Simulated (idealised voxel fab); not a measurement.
Process module name: voxel capacitor over wiring
In the cross-section labelled cut, the width is 235 nm and each square cell is 5 nm.
Cross-sections here: square-cell grids, written as top-down lists of bands, a band being one or more rows of cells.
The entry gives the band's vertical extent as a top height and a bottom height in nm, then its horizontal make-up as materials from left to right, each with a width in nm. "empty" stands for empty space; a single material marked "full width" fills the band edge to edge.
Measure heights from 0. That's the level where, below it, the as-received wafer is all one material. The lowest band is bottomless and extends downward; write it as in "0 and below".
Top row gets the first number, bottom row gets the second, and each row in between changes by the same step: that is how a band width like "30 to 40" works.
"no change" after a step means that no cell of the cross-section changed.
The label "Fully enclosed voids" introduces a list of the empty spaces, 8 cells or larger, that have no open way up to the top; each entry in it reads width x height at distance, where the distance is taken from the left edge and all three are stated in nm.
It should be noted that, on the line of a given step, the content following the step's settings is a remark produced by the simulator itself with respect to that step.
overlay nm: how far to the right of its planned place the mask lay on this masked step (negative: to the left).
**Set out below are the planned steps of the process**
- 1: op RECEIVE | material Si
- 2: op CONFORMAL_DEP | material SiO2 | thk nm 15
- 3: op DIRECTIONAL_DEP | material TiN | thk nm 5
- 4: op DIRECTIONAL_DEP | material Ru | thk nm 20
- 5: op DIRECTIONAL_DEP | material aC | thk nm 10
- 6: op PATTERN | tone cover | mask id METAL_1 | material resist | width nm 20 | pitch nm 90 | thk nm 30 | overlay nm 0
- 7: op DIRECTIONAL_ETCH | etch materials aC | depth nm 10
- 8: op STRIP | etch materials resist
- 9: op DIRECTIONAL_ETCH | etch materials Ru | depth nm 20
- 10: op DIRECTIONAL_ETCH | etch materials TiN | depth nm 5
- 11: op STRIP | etch materials aC
- 12: op FILL_DEP | material SiO2 | thk nm 10
- 13: op CMP | height nm 40
- 14: op CONFORMAL_DEP | material SiCN | thk nm 5
- 15: op DIRECTIONAL_DEP | material lowk | thk nm 15
- 16: op MASKED_ETCH | tone open | mask id PLUG_1 | width nm 15 | etch materials lowk | depth nm 15 | overlay nm 0
- 17: op MASKED_ETCH | tone open | mask id PLUG_1 | width nm 15 | etch materials SiCN | depth nm 5 | overlay nm 0
- 18: op CONFORMAL_DEP | material TiN | thk nm 5
- 19: op FILL_DEP | material Ru | thk nm 10
- 20: op CMP | height nm 60
- 21: op DIRECTIONAL_DEP | material TiN | thk nm 10
- 22: op DIRECTIONAL_DEP | material Al2O3 | thk nm 5
- 23: op DIRECTIONAL_DEP | material TiN | thk nm 5
- 24: op PATTERN | tone cover | mask id UPPER_PLATE | material resist | width nm 75 | thk nm 20 | overlay nm 0
- 25: op DIRECTIONAL_ETCH | etch materials TiN | depth nm 5
- 26: op DIRECTIONAL_ETCH | etch materials Al2O3 | depth nm 5
- 27: op STRIP | etch materials resist
- 28: op PATTERN | tone cover | mask id LOWER_PLATE | material resist | width nm 85 | thk nm 15 | overlay nm 0
- 29: op DIRECTIONAL_ETCH | etch materials TiN | depth nm 10
- 30: op STRIP | etch materials resist
- 31: op FILL_DEP | material SiO2 | thk nm 15
- 32: op CMP | height nm 90
- 33: op MASKED_ETCH | tone open | mask id PLUG_2 | width nm 15 | etch materials SiO2 | depth nm 10 | overlay nm 0
- 34: op CONFORMAL_DEP | material TiN | thk nm 5
- 35: op FILL_DEP | material Ru | thk nm 10
- 36: op CMP | height nm 90
- 37: op CONFORMAL_DEP | material SiN | thk nm 5
**First wafer out of two, processed as planned**
**The cross-section here shows the wafer as received, i.e. in its state after step 1**
0 and below | Si full width
Fully enclosed voids: none
**Cross-section of the wafer subsequent to step 2**
15 down to 0 | SiO2 full width
Everything below 0 is unchanged.
**Cross-section of the wafer subsequent to step 3**
20 down to 15 | TiN full width
Everything below 15 is unchanged.
**Cross-section of the wafer subsequent to step 4**
40 down to 20 | Ru full width
Everything below 20 is unchanged.
**Cross-section of the wafer subsequent to step 5**
50 down to 40 | aC full width
Everything below 40 is unchanged.
**Cross-section of the wafer subsequent to step 6**
80 down to 50 | empty (60) / resist (20) / empty (70) / resist (20) / empty (65)
Everything below 50 is unchanged.
**Cross-section of the wafer subsequent to step 7**
70 down to 50 | empty (60) / resist (20) / empty (70) / resist (20) / empty (65)
50 down to 40 | empty (60) / aC (20) / empty (70) / aC (20) / empty (65)
Everything below 40 is unchanged.
**Cross-section of the wafer subsequent to step 8**
50 down to 40 | empty (60) / aC (20) / empty (70) / aC (20) / empty (65)
Everything below 40 is unchanged.
**Cross-section of the wafer subsequent to step 9**
50 down to 40 | empty (60) / aC (20) / empty (70) / aC (20) / empty (65)
40 down to 20 | empty (60) / Ru (20) / empty (70) / Ru (20) / empty (65)
Everything below 20 is unchanged.
**Cross-section of the wafer subsequent to step 10**
50 down to 40 | empty (60) / aC (20) / empty (70) / aC (20) / empty (65)
40 down to 20 | empty (60) / Ru (20) / empty (70) / Ru (20) / empty (65)
20 down to 15 | empty (60) / TiN (20) / empty (70) / TiN (20) / empty (65)
Everything below 15 is unchanged.
**Cross-section of the wafer subsequent to step 11**
40 down to 20 | empty (60) / Ru (20) / empty (70) / Ru (20) / empty (65)
Everything below 20 is unchanged.
**Cross-section of the wafer subsequent to step 12**
50 down to 40 | SiO2 full width
40 down to 20 | SiO2 (60) / Ru (20) / SiO2 (70) / Ru (20) / SiO2 (65)
20 down to 15 | SiO2 (60) / TiN (20) / SiO2 (70) / TiN (20) / SiO2 (65)
Everything below 15 is unchanged.
**Cross-section of the wafer subsequent to step 13**
40 down to 20 | SiO2 (60) / Ru (20) / SiO2 (70) / Ru (20) / SiO2 (65)
Everything below 20 is unchanged.
**Cross-section of the wafer subsequent to step 14**
45 down to 40 | SiCN full width
Everything below 40 is unchanged.
**Cross-section of the wafer subsequent to step 15**
60 down to 45 | lowk full width
Everything below 45 is unchanged.
**Cross-section of the wafer subsequent to step 16**
60 down to 45 | lowk (65) / empty (15) / lowk (155)
Everything below 45 is unchanged.
**Cross-section of the wafer subsequent to step 17**
60 down to 45 | lowk (65) / empty (15) / lowk (155)
45 down to 40 | SiCN (65) / empty (15) / SiCN (155)
Everything below 40 is unchanged.
**Cross-section of the wafer subsequent to step 18**
65 down to 60 | TiN (70) / empty (5) / TiN (160)
60 down to 45 | lowk (65) / TiN (5) / empty (5) / TiN (5) / lowk (155)
45 down to 40 | SiCN (65) / TiN (15) / SiCN (155)
Everything below 40 is unchanged.
**Cross-section of the wafer subsequent to step 19**
75 down to 65 | Ru full width
65 down to 60 | TiN (70) / Ru (5) / TiN (160)
60 down to 45 | lowk (65) / TiN (5) / Ru (5) / TiN (5) / lowk (155)
Everything below 45 is unchanged.
**Cross-section of the wafer subsequent to step 20**
60 down to 45 | lowk (65) / TiN (5) / Ru (5) / TiN (5) / lowk (155)
Everything below 45 is unchanged.
**Cross-section of the wafer subsequent to step 21**
70 down to 60 | TiN full width
Everything below 60 is unchanged.
**Cross-section of the wafer subsequent to step 22**
75 down to 70 | Al2O3 full width
Everything below 70 is unchanged.
**Cross-section of the wafer subsequent to step 23**
80 down to 75 | TiN full width
Everything below 75 is unchanged.
**Cross-section of the wafer subsequent to step 24**
100 down to 80 | empty (65) / resist (75) / empty (95)
Everything below 80 is unchanged.
**Cross-section of the wafer subsequent to step 25**
100 down to 80 | empty (65) / resist (75) / empty (95)
80 down to 75 | empty (65) / TiN (75) / empty (95)
Everything below 75 is unchanged.
**Cross-section of the wafer subsequent to step 26**
100 down to 80 | empty (65) / resist (75) / empty (95)
80 down to 75 | empty (65) / TiN (75) / empty (95)
75 down to 70 | empty (65) / Al2O3 (75) / empty (95)
Everything below 70 is unchanged.
**Cross-section of the wafer subsequent to step 27**
80 down to 75 | empty (65) / TiN (75) / empty (95)
Everything below 75 is unchanged.
**Cross-section of the wafer subsequent to step 28**
95 down to 80 | empty (60) / resist (85) / empty (90)
80 down to 75 | empty (60) / resist (5) / TiN (75) / resist (5) / empty (90)
75 down to 70 | empty (60) / resist (5) / Al2O3 (75) / resist (5) / empty (90)
Everything below 70 is unchanged.
**Cross-section of the wafer subsequent to step 29**
95 down to 80 | empty (60) / resist (85) / empty (90)
80 down to 75 | empty (60) / resist (5) / TiN (75) / resist (5) / empty (90)
75 down to 70 | empty (60) / resist (5) / Al2O3 (75) / resist (5) / empty (90)
70 down to 60 | empty (60) / TiN (85) / empty (90)
Everything below 60 is unchanged.
**Cross-section of the wafer subsequent to step 30**
80 down to 75 | empty (65) / TiN (75) / empty (95)
75 down to 70 | empty (65) / Al2O3 (75) / empty (95)
Everything below 70 is unchanged.
**Cross-section of the wafer subsequent to step 31**
95 down to 80 | SiO2 full width
80 down to 75 | SiO2 (65) / TiN (75) / SiO2 (95)
75 down to 70 | SiO2 (65) / Al2O3 (75) / SiO2 (95)
70 down to 60 | SiO2 (60) / TiN (85) / SiO2 (90)
Everything below 60 is unchanged.
**Cross-section of the wafer subsequent to step 32**
90 down to 80 | SiO2 full width
Everything below 80 is unchanged.
**Cross-section of the wafer subsequent to step 33**
90 down to 80 | SiO2 (75) / empty (15) / SiO2 (145)
Everything below 80 is unchanged.
**Cross-section of the wafer subsequent to step 34**
95 down to 90 | TiN (80) / empty (5) / TiN (150)
90 down to 85 | SiO2 (75) / TiN (5) / empty (5) / TiN (5) / SiO2 (145)
85 down to 75 | SiO2 (75 to 65) / TiN (15 to 75) / SiO2 (145 to 95)
Everything below 75 is unchanged.
**Cross-section of the wafer subsequent to step 35**
105 down to 95 | Ru full width
95 down to 90 | TiN (80) / Ru (5) / TiN (150)
90 down to 85 | SiO2 (75) / TiN (5) / Ru (5) / TiN (5) / SiO2 (145)
Everything below 85 is unchanged.
**Cross-section of the wafer subsequent to step 36**
90 down to 85 | SiO2 (75) / TiN (5) / Ru (5) / TiN (5) / SiO2 (145)
Everything below 85 is unchanged.
**Cross-section of the wafer subsequent to step 37**
95 down to 90 | SiN full width
Everything below 90 is unchanged.
**Wafer two: like wafer one in start and plan, but with one mistake in execution; identical up to and including step 1**
**What the second wafer looks like in cross-section when step 2 should have wrapped up**
5 down to 0 | TiN full width
Everything below 0 is unchanged.
**What the second wafer looks like in cross-section when step 3 should have wrapped up**
20 down to 5 | SiO2 full width
Everything below 5 is unchanged.
**What the second wafer looks like in cross-section when step 4 should have wrapped up**
40 down to 20 | Ru full width
Everything below 20 is unchanged.
**What the second wafer looks like in cross-section when step 5 should have wrapped up**
50 down to 40 | aC full width
Everything below 40 is unchanged.
**What the second wafer looks like in cross-section when step 6 should have wrapped up**
80 down to 50 | empty (60) / resist (20) / empty (70) / resist (20) / empty (65)
Everything below 50 is unchanged.
**What the second wafer looks like in cross-section when step 7 should have wrapped up**
70 down to 50 | empty (60) / resist (20) / empty (70) / resist (20) / empty (65)
50 down to 40 | empty (60) / aC (20) / empty (70) / aC (20) / empty (65)
Everything below 40 is unchanged.
**What the second wafer looks like in cross-section when step 8 should have wrapped up**
50 down to 40 | empty (60) / aC (20) / empty (70) / aC (20) / empty (65)
Everything below 40 is unchanged.
**What the second wafer looks like in cross-section when step 9 should have wrapped up**
50 down to 40 | empty (60) / aC (20) / empty (70) / aC (20) / empty (65)
40 down to 20 | empty (60) / Ru (20) / empty (70) / Ru (20) / empty (65)
Everything below 20 is unchanged.
What the second wafer looks like in cross-section when step 10 should have wrapped up: no change
**What the second wafer looks like in cross-section when step 11 should have wrapped up**
40 down to 20 | empty (60) / Ru (20) / empty (70) / Ru (20) / empty (65)
Everything below 20 is unchanged.
**What the second wafer looks like in cross-section when step 12 should have wrapped up**
50 down to 40 | SiO2 full width
40 down to 20 | SiO2 (60) / Ru (20) / SiO2 (70) / Ru (20) / SiO2 (65)
Everything below 20 is unchanged.
**What the second wafer looks like in cross-section when step 13 should have wrapped up**
40 down to 20 | SiO2 (60) / Ru (20) / SiO2 (70) / Ru (20) / SiO2 (65)
Everything below 20 is unchanged.
**What the second wafer looks like in cross-section when step 14 should have wrapped up**
45 down to 40 | SiCN full width
Everything below 40 is unchanged.
**What the second wafer looks like in cross-section when step 15 should have wrapped up**
60 down to 45 | lowk full width
Everything below 45 is unchanged.
**What the second wafer looks like in cross-section when step 16 should have wrapped up**
60 down to 45 | lowk (65) / empty (15) / lowk (155)
Everything below 45 is unchanged.
**What the second wafer looks like in cross-section when step 17 should have wrapped up**
60 down to 45 | lowk (65) / empty (15) / lowk (155)
45 down to 40 | SiCN (65) / empty (15) / SiCN (155)
Everything below 40 is unchanged.
**What the second wafer looks like in cross-section when step 18 should have wrapped up**
65 down to 60 | TiN (70) / empty (5) / TiN (160)
60 down to 45 | lowk (65) / TiN (5) / empty (5) / TiN (5) / lowk (155)
45 down to 40 | SiCN (65) / TiN (15) / SiCN (155)
Everything below 40 is unchanged.
**What the second wafer looks like in cross-section when step 19 should have wrapped up**
75 down to 65 | Ru full width
65 down to 60 | TiN (70) / Ru (5) / TiN (160)
60 down to 45 | lowk (65) / TiN (5) / Ru (5) / TiN (5) / lowk (155)
Everything below 45 is unchanged.
**What the second wafer looks like in cross-section when step 20 should have wrapped up**
60 down to 45 | lowk (65) / TiN (5) / Ru (5) / TiN (5) / lowk (155)
Everything below 45 is unchanged.
**What the second wafer looks like in cross-section when step 21 should have wrapped up**
70 down to 60 | TiN full width
Everything below 60 is unchanged.
**What the second wafer looks like in cross-section when step 22 should have wrapped up**
75 down to 70 | Al2O3 full width
Everything below 70 is unchanged.
**What the second wafer looks like in cross-section when step 23 should have wrapped up**
80 down to 75 | TiN full width
Everything below 75 is unchanged.
**What the second wafer looks like in cross-section when step 24 should have wrapped up**
100 down to 80 | empty (65) / resist (75) / empty (95)
Everything below 80 is unchanged.
**What the second wafer looks like in cross-section when step 25 should have wrapped up**
100 down to 80 | empty (65) / resist (75) / empty (95)
80 down to 75 | empty (65) / TiN (75) / empty (95)
Everything below 75 is unchanged.
**What the second wafer looks like in cross-section when step 26 should have wrapped up**
100 down to 80 | empty (65) / resist (75) / empty (95)
80 down to 75 | empty (65) / TiN (75) / empty (95)
75 down to 70 | empty (65) / Al2O3 (75) / empty (95)
Everything below 70 is unchanged.
**What the second wafer looks like in cross-section when step 27 should have wrapped up**
80 down to 75 | empty (65) / TiN (75) / empty (95)
Everything below 75 is unchanged.
**What the second wafer looks like in cross-section when step 28 should have wrapped up**
95 down to 80 | empty (60) / resist (85) / empty (90)
80 down to 75 | empty (60) / resist (5) / TiN (75) / resist (5) / empty (90)
75 down to 70 | empty (60) / resist (5) / Al2O3 (75) / resist (5) / empty (90)
Everything below 70 is unchanged.
**What the second wafer looks like in cross-section when step 29 should have wrapped up**
95 down to 80 | empty (60) / resist (85) / empty (90)
80 down to 75 | empty (60) / resist (5) / TiN (75) / resist (5) / empty (90)
75 down to 70 | empty (60) / resist (5) / Al2O3 (75) / resist (5) / empty (90)
70 down to 60 | empty (60) / TiN (85) / empty (90)
Everything below 60 is unchanged.
**What the second wafer looks like in cross-section when step 30 should have wrapped up**
80 down to 75 | empty (65) / TiN (75) / empty (95)
75 down to 70 | empty (65) / Al2O3 (75) / empty (95)
Everything below 70 is unchanged.
**What the second wafer looks like in cross-section when step 31 should have wrapped up**
95 down to 80 | SiO2 full width
80 down to 75 | SiO2 (65) / TiN (75) / SiO2 (95)
75 down to 70 | SiO2 (65) / Al2O3 (75) / SiO2 (95)
70 down to 60 | SiO2 (60) / TiN (85) / SiO2 (90)
Everything below 60 is unchanged.
**What the second wafer looks like in cross-section when step 32 should have wrapped up**
90 down to 80 | SiO2 full width
Everything below 80 is unchanged.
**What the second wafer looks like in cross-section when step 33 should have wrapped up**
90 down to 80 | SiO2 (75) / empty (15) / SiO2 (145)
Everything below 80 is unchanged.
**What the second wafer looks like in cross-section when step 34 should have wrapped up**
95 down to 90 | TiN (80) / empty (5) / TiN (150)
90 down to 85 | SiO2 (75) / TiN (5) / empty (5) / TiN (5) / SiO2 (145)
85 down to 75 | SiO2 (75 to 65) / TiN (15 to 75) / SiO2 (145 to 95)
Everything below 75 is unchanged.
**What the second wafer looks like in cross-section when step 35 should have wrapped up**
105 down to 95 | Ru full width
95 down to 90 | TiN (80) / Ru (5) / TiN (150)
90 down to 85 | SiO2 (75) / TiN (5) / Ru (5) / TiN (5) / SiO2 (145)
Everything below 85 is unchanged.
**What the second wafer looks like in cross-section when step 36 should have wrapped up**
90 down to 85 | SiO2 (75) / TiN (5) / Ru (5) / TiN (5) / SiO2 (145)
Everything below 85 is unchanged.
**What the second wafer looks like in cross-section when step 37 should have wrapped up**
95 down to 90 | SiN full width
Everything below 90 is unchanged.
Error vs. plan: steps 2 and 3 of the plan were run in the wrong order, each in the other's place
FYI, end of process, the second wafer has more or fewer cells of some materials than the first: SiO2: 39 fewer, TiN: 39 more
